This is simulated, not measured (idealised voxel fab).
Module name: voxel lift off (process module)
The cross-section shown here is cut; it is 180 nm wide and divided into square cells measuring 5 nm on a side.
We lay out every cross-section as a grid of square cells and spell it out in bands from the top down, where one band means one or more rows of cells.
It is stipulated that each band's entry specify, in nanometres, the height of the top of the band and then that of its bottom, followed by the materials of the band in left-to-right sequence, each together with its width in nanometres. A single material marked by the word "full width" is understood to fill the band from edge to edge; the word "empty" is understood to denote empty space.
Height is counted from the level 0, under which the received wafer is composed throughout of one material. The lowest of the bands is not closed at the bottom but continues downward, in the notation "0 down".
The notation "30->40" denotes a width that varies across the rows of cells in the band, beginning at the first number in the top row, finishing at the second number in the bottom row, and changing by an identical amount from each row to the next.
"everything unchanged" after a step means that no cell of the cross-section changed.
This entry, "Closed void catalog", enumerates those empty regions of no fewer than 8 cells that possess no open connection to the top. Each region is reported in the form width x height at distance, the distance being taken from the left edge, with all three quantities expressed in nm.
Past the settings on a step's line: simulator remark, on that step.
The optional step-line setting "overlay nm" applies to steps with a mask and quantifies how far to the right of its planned location the mask lay, a negative value indicating leftward placement.
# Listed below are the process steps as planned
1: RECEIVE | material Si
2: CONFORMAL_DEP | material Al2O3 | thk nm 10
3: PATTERN | tone open | mask id LINES | material resist | width nm 20 | pitch nm 40 | thk nm 20 | overlay nm 0
4: DIRECTIONAL_DEP | material Ru | thk nm 10
5: STRIP | etch materials resist
6: CONFORMAL_DEP | material SiN | thk nm 10
# as received, after step 1
    0 down | Si full width
    Closed void catalog: none
# Here's the cross-section of the first of our two wafers at the end of the module - it ran as planned
    30 to 20 | 10 of empty, 160 of SiN, 10 of empty
    20 to 10 | 20 of SiN, 20 of Ru, 20 of SiN, 20 of Ru, 20 of SiN, 20 of Ru, 20 of SiN, 20 of Ru, 20 of SiN
    10 to 0 | Al2O3 full width
    0 down | Si full width
    Closed void catalog: none
# Cross-section, wafer two of two, end of module: same start and plan as wafer one, one error in execution
    30 to 20 | 10 of empty, 165 of SiN, 5 of empty
    20 to 10 | 20 of SiN, 25 of Ru, 15 of SiN, 25 of Ru, 15 of SiN, 25 of Ru, 15 of SiN, 25 of Ru, 15 of SiN
    10 to 0 | Al2O3 full width
    0 down | Si full width
    Closed void catalog: none
The mistake made against the process plan was this: it should be noted that step 3 was executed with settings other than those planned, the operation and settings actually applied being PATTERN | tone open | mask id LINES | material resist | width nm 25 | pitch nm 40 | thk nm 20 | overlay nm 0
Upon completion, the second wafer contains, in terms of cells, a greater or smaller amount of certain materials than the first wafer: +8 Ru | -6 SiN
